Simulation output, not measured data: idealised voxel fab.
Documented hereafter: the process module known as voxel transistor to metal.
Each square cell in cross-section cut measures 5 nm, and the section as a whole is 140 nm wide.
In this document a cross-section is written as a grid of square cells. It is given as a series of bands, listed from the top down, and a band is one or more rows of cells. Within each band entry, the heights of the top and of the bottom of the band appear first, in that order and in nm; the materials of the band then follow from left to right, each with its corresponding width in nm. The designation "full width" on a single material indicates that it fills the band from edge to edge; the designation "empty" indicates empty space. We count height from 0. Below that, the starting wafer is all one material. The lowest band never ends at the bottom but goes on down; see "0..down" for how that is written. Top row gets the first number, bottom row gets the second, and each row in between changes by the same step: that is how a band width like "30..40" works. You'll sometimes find "stayed the same" written for a step, and that's the way of saying that nowhere in the cross-section did a cell change during that step. Closed empty spaces (no open way to the top) of 8 cells or more are what "Closed voids list" lists, each as width x height at distance from the left edge, nm for all three. Note: text after step settings on the step line = simulator remark on that step. Each step line may optionally specify "overlay nm", which for a step with a mask gives the rightward distance between the mask's planned place and where it lay, a negative value indicating the leftward direction.

[The steps planned for the process are as follows]
step 1: RECEIVE with material Si
step 2: OXIDIZE with depth nm 5
step 3: CONFORMAL_DEP with material SiN, thk nm 15
step 4: PATTERN with tone cover, mask id ACTIVE, material resist, width nm 100, thk nm 15, overlay nm 0
step 5: DIRECTIONAL_ETCH with etch materials SiN, depth nm 15
step 6: DIRECTIONAL_ETCH with etch materials SiO2, depth nm 5
step 7: DIRECTIONAL_ETCH with etch materials Si, depth nm 30
step 8: STRIP with etch materials resist
step 9: OXIDIZE with depth nm 5
step 10: FILL_DEP with material SiO2, thk nm 10
step 11: CMP with height nm 15
step 12: SELECTIVE_ETCH with etch materials SiO2, depth nm 5
step 13: STRIP with etch materials SiN
step 14: SELECTIVE_ETCH with etch materials SiO2, depth nm 5
step 15: OXIDIZE with depth nm 5
step 16: DIRECTIONAL_DEP with material polySi, thk nm 20
step 17: DIRECTIONAL_DEP with material SiCN, thk nm 15
step 18: DIRECTIONAL_DEP with material aC, thk nm 15
step 19: PATTERN with tone cover, mask id GATE, material resist, width nm 20, thk nm 35, overlay nm 0
step 20: DIRECTIONAL_ETCH with etch materials aC, depth nm 15
step 21: STRIP with etch materials resist
step 22: DIRECTIONAL_ETCH with etch materials SiCN, depth nm 25
step 23: DIRECTIONAL_ETCH with etch materials polySi, depth nm 30
step 24: STRIP with etch materials aC
step 25: CONFORMAL_DEP with material SiN, thk nm 10
step 26: DIRECTIONAL_ETCH with etch materials SiN, depth nm 10
step 27: DIRECTIONAL_ETCH with etch materials SiO2, depth nm 5
step 28: DIRECTIONAL_ETCH with etch materials Si, depth nm 15
step 29: EPI with material nSi, thk nm 15
step 30: FILL_DEP with material SiO2, thk nm 10
step 31: CMP with height nm 30
step 32: DIRECTIONAL_DEP with material SiO2, thk nm 10
step 33: DIRECTIONAL_DEP with material aC, thk nm 15
step 34: PATTERN with tone open, mask id CONTACT, material resist, width nm 25, pitch nm 55, thk nm 35, overlay nm 0
step 35: DIRECTIONAL_ETCH with etch materials aC, depth nm 15
step 36: STRIP with etch materials resist
step 37: DIRECTIONAL_ETCH with etch materials SiO2, depth nm 50
step 38: STRIP with etch materials aC
step 39: CONFORMAL_DEP with material TiN, thk nm 5
step 40: FILL_DEP with material W, thk nm 10
step 41: CMP with height nm 40
step 42: CONFORMAL_DEP with material SiN, thk nm 5
step 43: DIRECTIONAL_DEP with material SiO2, thk nm 25
step 44: MASKED_ETCH with tone open, mask id METAL_1, width nm 15, pitch nm 65, etch materials SiO2, depth nm 25, overlay nm 0
step 45: MASKED_ETCH with tone open, mask id METAL_1, width nm 15, pitch nm 65, etch materials SiN, depth nm 5, overlay nm 0
step 46: CONFORMAL_DEP with material TiN, thk nm 5
step 47: FILL_DEP with material Ru, thk nm 10
step 48: CMP with height nm 70
step 49: CONFORMAL_DEP with material SiCN, thk nm 5
step 50: DIRECTIONAL_DEP with material lowk, thk nm 25
step 51: PATTERN with tone open, mask id METAL_2, material resist, width nm 15, pitch nm 65, thk nm 15, overlay nm 0
step 52: DIRECTIONAL_ETCH with etch materials lowk, depth nm 15
step 53: STRIP with etch materials resist
step 54: PATTERN with tone open, mask id METAL_2_HOLES, material resist, width nm 15, pitch nm 65, thk nm 20, overlay nm 0
step 55: DIRECTIONAL_ETCH with etch materials lowk, depth nm 10
step 56: DIRECTIONAL_ETCH with etch materials SiCN, depth nm 5
step 57: STRIP with etch materials resist
step 58: CONFORMAL_DEP with material TiN, thk nm 5
step 59: FILL_DEP with material Cu, thk nm 10
step 60: CMP with height nm 100
step 61: CONFORMAL_DEP with material SiN, thk nm 5

[On the first of the two wafers: run conducted according to plan]

[Wafer at receipt (post step 1), cross-section]
0..down = Si full width
Closed voids list: none

[The wafer, seen in cross-section, after step 2]
0..-5 = SiO2 full width
No changes below -5.

[The wafer, seen in cross-section, after step 3]
15..0 = SiN full width
No changes below 0.

[The wafer, seen in cross-section, after step 4]
30..15 = empty=20, resist=100, empty=20
No changes below 15.

[The wafer, seen in cross-section, after step 5]
30..15 = empty=20, resist=100, empty=20
15..0 = empty=20, SiN=100, empty=20
No changes below 0.

[The wafer, seen in cross-section, after step 6]
30..15 = empty=20, resist=100, empty=20
15..0 = empty=20, SiN=100, empty=20
0..-5 = empty=20, SiO2=100, empty=20
No changes below -5.

[The wafer, seen in cross-section, after step 7]
30..15 = empty=20, resist=100, empty=20
15..0 = empty=20, SiN=100, empty=20
0..-5 = empty=20, SiO2=100, empty=20
-5..-35 = empty=20, Si=100, empty=20
No changes below -35.

[The wafer, seen in cross-section, after step 8]
15..0 = empty=20, SiN=100, empty=20
No changes below 0.

[The wafer, seen in cross-section, after step 9]
15..0 = empty=20, SiN=100, empty=20
0..-5 = empty=20, SiO2=100, empty=20
-5..-35 = empty=20, SiO2=5, Si=90, SiO2=5, empty=20
-35..-40 = SiO2=25, Si=90, SiO2=25
No changes below -40.

[The wafer, seen in cross-section, after step 10]
25..15 = SiO2 full width
15..0 = SiO2=20, SiN=100, SiO2=20
0..-5 = SiO2 full width
-5..-40 = SiO2=25, Si=90, SiO2=25
No changes below -40.

[The wafer, seen in cross-section, after step 11]
15..0 = SiO2=20, SiN=100, SiO2=20
No changes below 0.

[The wafer, seen in cross-section, after step 12]
15..10 = empty=20, SiN=100, empty=20
No changes below 10.

[The wafer, seen in cross-section, after step 13]
10..0 = SiO2=20, empty=100, SiO2=20
No changes below 0.

[The wafer, seen in cross-section, after step 14]
5..-5 = SiO2=15, empty=110, SiO2=15
No changes below -5.

[The wafer, seen in cross-section, after step 15]
5..-5 = SiO2=15, empty=110, SiO2=15
-5..-10 = SiO2 full width
No changes below -10.

[The wafer, seen in cross-section, after step 16]
25..15 = polySi=15, empty=110, polySi=15
15..5 = polySi full width
5..-5 = SiO2=15, polySi=110, SiO2=15
No changes below -5.

[The wafer, seen in cross-section, after step 17]
40..30 = SiCN=15, empty=110, SiCN=15
30..25 = SiCN full width
25..15 = polySi=15, SiCN=110, polySi=15
No changes below 15.

[The wafer, seen in cross-section, after step 18]
55..45 = aC=15, empty=110, aC=15
45..40 = aC full width
40..30 = SiCN=15, aC=110, SiCN=15
No changes below 30.

[The wafer, seen in cross-section, after step 19]
90..55 = empty=60, resist=20, empty=60
55..45 = aC=15, empty=45, resist=20, empty=45, aC=15
No changes below 45.

[The wafer, seen in cross-section, after step 20]
75..45 = empty=60, resist=20, empty=60
45..40 = empty=60, aC=20, empty=60
40..30 = SiCN=15, empty=45, aC=20, empty=45, SiCN=15
No changes below 30.

[The wafer, seen in cross-section, after step 21]
45..40 = empty=60, aC=20, empty=60
No changes below 40.

[The wafer, seen in cross-section, after step 22]
45..30 = empty=60, aC=20, empty=60
30..25 = empty=60, SiCN=20, empty=60
25..15 = polySi=15, empty=45, SiCN=20, empty=45, polySi=15
No changes below 15.

[The wafer, seen in cross-section, after step 23]
45..30 = empty=60, aC=20, empty=60
30..15 = empty=60, SiCN=20, empty=60
15..5 = empty=60, polySi=20, empty=60
5..-5 = SiO2=15, empty=45, polySi=20, empty=45, SiO2=15
No changes below -5.

[The wafer, seen in cross-section, after step 24]
30..15 = empty=60, SiCN=20, empty=60
No changes below 15.

[The wafer, seen in cross-section, after step 25]
40..30 = empty=50, SiN=40, empty=50
30..15 = empty=50, SiN=10, SiCN=20, SiN=10, empty=50
15..5 = SiN=25, empty=25, SiN=10, polySi=20, SiN=10, empty=25, SiN=25
5..-5 = SiO2=15, SiN=45, polySi=20, SiN=45, SiO2=15
No changes below -5.

[The wafer, seen in cross-section, after step 26]
30..15 = empty=50, SiN=10, SiCN=20, SiN=10, empty=50
15..5 = empty=50, SiN=10, polySi=20, SiN=10, empty=50
5..-5 = SiO2=15, SiN=10, empty=25, SiN=10, polySi=20, SiN=10, empty=25, SiN=10, SiO2=15
No changes below -5.

[The wafer, seen in cross-section, after step 27]
30..15 = empty=50, SiN=10, SiCN=20, SiN=10, empty=50
15..5 = empty=50, SiN=10, polySi=20, SiN=10, empty=50
5..0 = empty=15, SiN=10, empty=25, SiN=10, polySi=20, SiN=10, empty=25, SiN=10, empty=15
0..-5 = SiO2=15, SiN=10, empty=25, SiN=10, polySi=20, SiN=10, empty=25, SiN=10, SiO2=15
-5..-10 = SiO2=25, empty=25, SiO2=40, empty=25, SiO2=25
No changes below -10.

[The wafer, seen in cross-section, after step 28]
30..15 = empty=50, SiN=10, SiCN=20, SiN=10, empty=50
15..5 = empty=50, SiN=10, polySi=20, SiN=10, empty=50
5..0 = empty=15, SiN=10, empty=25, SiN=10, polySi=20, SiN=10, empty=25, SiN=10, empty=15
0..-5 = SiO2=15, SiN=10, empty=25, SiN=10, polySi=20, SiN=10, empty=25, SiN=10, SiO2=15
-5..-10 = SiO2=25, empty=25, SiO2=40, empty=25, SiO2=25
-10..-25 = SiO2=25, empty=25, Si=40, empty=25, SiO2=25
No changes below -25.

[The wafer, seen in cross-section, after step 29]
30..15 = empty=50, SiN=10, SiCN=20, SiN=10, empty=50
15..5 = empty=50, SiN=10, polySi=20, SiN=10, empty=50
5..0 = empty=15, SiN=10, empty=10, nSi=15, SiN=10, polySi=20, SiN=10, nSi=15, empty=10, SiN=10, empty=15
0..-5 = SiO2=15, SiN=10, empty=10, nSi=15, SiN=10, polySi=20, SiN=10, nSi=15, empty=10, SiN=10, SiO2=15
-5..-10 = SiO2=25, empty=10, nSi=15, SiO2=40, nSi=15, empty=10, SiO2=25
-10..-25 = SiO2=25, nSi=25, Si=40, nSi=25, SiO2=25
No changes below -25.

[The wafer, seen in cross-section, after step 30]
40..30 = SiO2 full width
30..15 = SiO2=50, SiN=10, SiCN=20, SiN=10, SiO2=50
15..5 = SiO2=50, SiN=10, polySi=20, SiN=10, SiO2=50
5..-5 = SiO2=15, SiN=10, SiO2=10, nSi=15, SiN=10, polySi=20, SiN=10, nSi=15, SiO2=10, SiN=10, SiO2=15
-5..-10 = SiO2=35, nSi=15, SiO2=40, nSi=15, SiO2=35
No changes below -10.

[The wafer, seen in cross-section, after step 31]
30..15 = SiO2=50, SiN=10, SiCN=20, SiN=10, SiO2=50
No changes below 15.

[The wafer, seen in cross-section, after step 32]
40..30 = SiO2 full width
No changes below 30.

[The wafer, seen in cross-section, after step 33]
55..40 = aC full width
No changes below 40.

[The wafer, seen in cross-section, after step 34]
90..55 = resist=30, empty=25, resist=30, empty=25, resist=30
No changes below 55.

[The wafer, seen in cross-section, after step 35]
75..55 = resist=30, empty=25, resist=30, empty=25, resist=30
55..40 = aC=30, empty=25, aC=30, empty=25, aC=30
No changes below 40.

[The wafer, seen in cross-section, after step 36]
55..40 = aC=30, empty=25, aC=30, empty=25, aC=30
No changes below 40.

[The wafer, seen in cross-section, after step 37]
55..40 = aC=30, empty=25, aC=30, empty=25, aC=30
40..30 = SiO2=30, empty=25, SiO2=30, empty=25, SiO2=30
30..15 = SiO2=30, empty=20, SiN=10, SiCN=20, SiN=10, empty=20, SiO2=30
15..5 = SiO2=30, empty=20, SiN=10, polySi=20, SiN=10, empty=20, SiO2=30
5..-5 = SiO2=15, SiN=10, SiO2=5, empty=5, nSi=15, SiN=10, polySi=20, SiN=10, nSi=15, empty=5, SiO2=5, SiN=10, SiO2=15
-5..-10 = SiO2=30, empty=5, nSi=15, SiO2=40, nSi=15, empty=5, SiO2=30
No changes below -10.

[The wafer, seen in cross-section, after step 38]
40..30 = SiO2=30, empty=25, SiO2=30, empty=25, SiO2=30
No changes below 30.

[The wafer, seen in cross-section, after step 39]
45..40 = TiN=35, empty=15, TiN=40, empty=15, TiN=35
40..30 = SiO2=30, TiN=5, empty=15..10, TiN=5..10, SiO2=30, TiN=5..10, empty=15..10, TiN=5, SiO2=30
30..15 = SiO2=30, TiN=5, empty=10, TiN=5, SiN=10, SiCN=20, SiN=10, TiN=5, empty=10, TiN=5, SiO2=30
15..10 = SiO2=30, TiN=5, empty=10, TiN=5, SiN=10, polySi=20, SiN=10, TiN=5, empty=10, TiN=5, SiO2=30
10..5 = SiO2=30, TiN=20, SiN=10, polySi=20, SiN=10, TiN=20, SiO2=30
5..-5 = SiO2=15, SiN=10, SiO2=5, TiN=5, nSi=15, SiN=10, polySi=20, SiN=10, nSi=15, TiN=5, SiO2=5, SiN=10, SiO2=15
-5..-10 = SiO2=30, TiN=5, nSi=15, SiO2=40, nSi=15, TiN=5, SiO2=30
No changes below -10.

[The wafer, seen in cross-section, after step 40]
55..45 = W full width
45..40 = TiN=35, W=15, TiN=40, W=15, TiN=35
40..30 = SiO2=30, TiN=5, W=15..10, TiN=5..10, SiO2=30, TiN=5..10, W=15..10, TiN=5, SiO2=30
30..15 = SiO2=30, TiN=5, W=10, TiN=5, SiN=10, SiCN=20, SiN=10, TiN=5, W=10, TiN=5, SiO2=30
15..10 = SiO2=30, TiN=5, W=10, TiN=5, SiN=10, polySi=20, SiN=10, TiN=5, W=10, TiN=5, SiO2=30
No changes below 10.

[The wafer, seen in cross-section, after step 41]
40..30 = SiO2=30, TiN=5, W=15..10, TiN=5..10, SiO2=30, TiN=5..10, W=15..10, TiN=5, SiO2=30
No changes below 30.

[The wafer, seen in cross-section, after step 42]
45..40 = SiN full width
No changes below 40.

[The wafer, seen in cross-section, after step 43]
70..45 = SiO2 full width
No changes below 45.

[The wafer, seen in cross-section, after step 44]
70..45 = SiO2=30, empty=15, SiO2=50, empty=15, SiO2=30
No changes below 45.

[The wafer, seen in cross-section, after step 45]
70..45 = SiO2=30, empty=15, SiO2=50, empty=15, SiO2=30
45..40 = SiN=30, empty=15, SiN=50, empty=15, SiN=30
No changes below 40.

[The wafer, seen in cross-section, after step 46]
75..70 = TiN=35, empty=5, TiN=60, empty=5, TiN=35
70..45 = SiO2=30, TiN=5, empty=5, TiN=5, SiO2=50, TiN=5, empty=5, TiN=5, SiO2=30
45..40 = SiN=30, TiN=15, SiN=50, TiN=15, SiN=30
No changes below 40.

[The wafer, seen in cross-section, after step 47]
85..75 = Ru full width
75..70 = TiN=35, Ru=5, TiN=60, Ru=5, TiN=35
70..45 = SiO2=30, TiN=5, Ru=5, TiN=5, SiO2=50, TiN=5, Ru=5, TiN=5, SiO2=30
No changes below 45.

[The wafer, seen in cross-section, after step 48]
70..45 = SiO2=30, TiN=5, Ru=5, TiN=5, SiO2=50, TiN=5, Ru=5, TiN=5, SiO2=30
No changes below 45.

[The wafer, seen in cross-section, after step 49]
75..70 = SiCN full width
No changes below 70.

[The wafer, seen in cross-section, after step 50]
100..75 = lowk full width
No changes below 75.

[The wafer, seen in cross-section, after step 51]
115..100 = resist=30, empty=15, resist=50, empty=15, resist=30
No changes below 100.

[The wafer, seen in cross-section, after step 52]
115..100 = resist=30, empty=15, resist=50, empty=15, resist=30
100..85 = lowk=30, empty=15, lowk=50, empty=15, lowk=30
No changes below 85.

[The wafer, seen in cross-section, after step 53]
100..85 = lowk=30, empty=15, lowk=50, empty=15, lowk=30
No changes below 85.

[The wafer, seen in cross-section, after step 54]
120..100 = resist=30, empty=15, resist=50, empty=15, resist=30
No changes below 100.

[The wafer, seen in cross-section, after step 55]
120..100 = resist=30, empty=15, resist=50, empty=15, resist=30
100..75 = lowk=30, empty=15, lowk=50, empty=15, lowk=30
No changes below 75.

[The wafer, seen in cross-section, after step 56]
120..100 = resist=30, empty=15, resist=50, empty=15, resist=30
100..75 = lowk=30, empty=15, lowk=50, empty=15, lowk=30
75..70 = SiCN=30, empty=15, SiCN=50, empty=15, SiCN=30
No changes below 70.

[The wafer, seen in cross-section, after step 57]
100..75 = lowk=30, empty=15, lowk=50, empty=15, lowk=30
No changes below 75.

[The wafer, seen in cross-section, after step 58]
105..100 = TiN=35, empty=5, TiN=60, empty=5, TiN=35
100..75 = lowk=30, TiN=5, empty=5, TiN=5, lowk=50, TiN=5, empty=5, TiN=5, lowk=30
75..70 = SiCN=30, TiN=15, SiCN=50, TiN=15, SiCN=30
No changes below 70.

[The wafer, seen in cross-section, after step 59]
115..105 = Cu full width
105..100 = TiN=35, Cu=5, TiN=60, Cu=5, TiN=35
100..75 = lowk=30, TiN=5, Cu=5, TiN=5, lowk=50, TiN=5, Cu=5, TiN=5, lowk=30
No changes below 75.

[The wafer, seen in cross-section, after step 60]
100..75 = lowk=30, TiN=5, Cu=5, TiN=5, lowk=50, TiN=5, Cu=5, TiN=5, lowk=30
No changes below 75.

[The wafer, seen in cross-section, after step 61]
105..100 = SiN full width
No changes below 100.

[The remaining wafer, second of the two, started like the first and was run to the same plan, except that one mistake was made along the way; the two coincide through step 48, inclusive]

[Second wafer shown in cross-section at the time step 49 was slated to end]
75..70 = TiN full width
No changes below 70.

[Second wafer shown in cross-section at the time step 50 was slated to end]
100..75 = lowk full width
No changes below 75.

[Second wafer shown in cross-section at the time step 51 was slated to end]
115..100 = resist=30, empty=15, resist=50, empty=15, resist=30
No changes below 100.

[Second wafer shown in cross-section at the time step 52 was slated to end]
115..100 = resist=30, empty=15, resist=50, empty=15, resist=30
100..85 = lowk=30, empty=15, lowk=50, empty=15, lowk=30
No changes below 85.

[Second wafer shown in cross-section at the time step 53 was slated to end]
100..85 = lowk=30, empty=15, lowk=50, empty=15, lowk=30
No changes below 85.

[Second wafer shown in cross-section at the time step 54 was slated to end]
120..100 = resist=30, empty=15, resist=50, empty=15, resist=30
No changes below 100.

[Second wafer shown in cross-section at the time step 55 was slated to end]
120..100 = resist=30, empty=15, resist=50, empty=15, resist=30
100..75 = lowk=30, empty=15, lowk=50, empty=15, lowk=30
No changes below 75.

Second wafer shown in cross-section at the time step 56 was slated to end: stayed the same

[Second wafer shown in cross-section at the time step 57 was slated to end]
100..75 = lowk=30, empty=15, lowk=50, empty=15, lowk=30
No changes below 75.

[Second wafer shown in cross-section at the time step 58 was slated to end]
105..100 = TiN=35, empty=5, TiN=60, empty=5, TiN=35
100..80 = lowk=30, TiN=5, empty=5, TiN=5, lowk=50, TiN=5, empty=5, TiN=5, lowk=30
80..75 = lowk=30, TiN=15, lowk=50, TiN=15, lowk=30
No changes below 75.

[Second wafer shown in cross-section at the time step 59 was slated to end]
115..105 = Cu full width
105..100 = TiN=35, Cu=5, TiN=60, Cu=5, TiN=35
100..80 = lowk=30, TiN=5, Cu=5, TiN=5, lowk=50, TiN=5, Cu=5, TiN=5, lowk=30
No changes below 80.

[Second wafer shown in cross-section at the time step 60 was slated to end]
100..80 = lowk=30, TiN=5, Cu=5, TiN=5, lowk=50, TiN=5, Cu=5, TiN=5, lowk=30
No changes below 80.

[Second wafer shown in cross-section at the time step 61 was slated to end]
105..100 = SiN full width
No changes below 100.
Error vs. plan: step 49 was processed under conditions differing from the plan, specifically as CONFORMAL_DEP with material TiN, thk nm 5
In the final state, the cell counts of the second wafer exceed or fall short of those of the first for the following materials: 2 fewer of Cu, 22 fewer of SiCN, 24 more of TiN
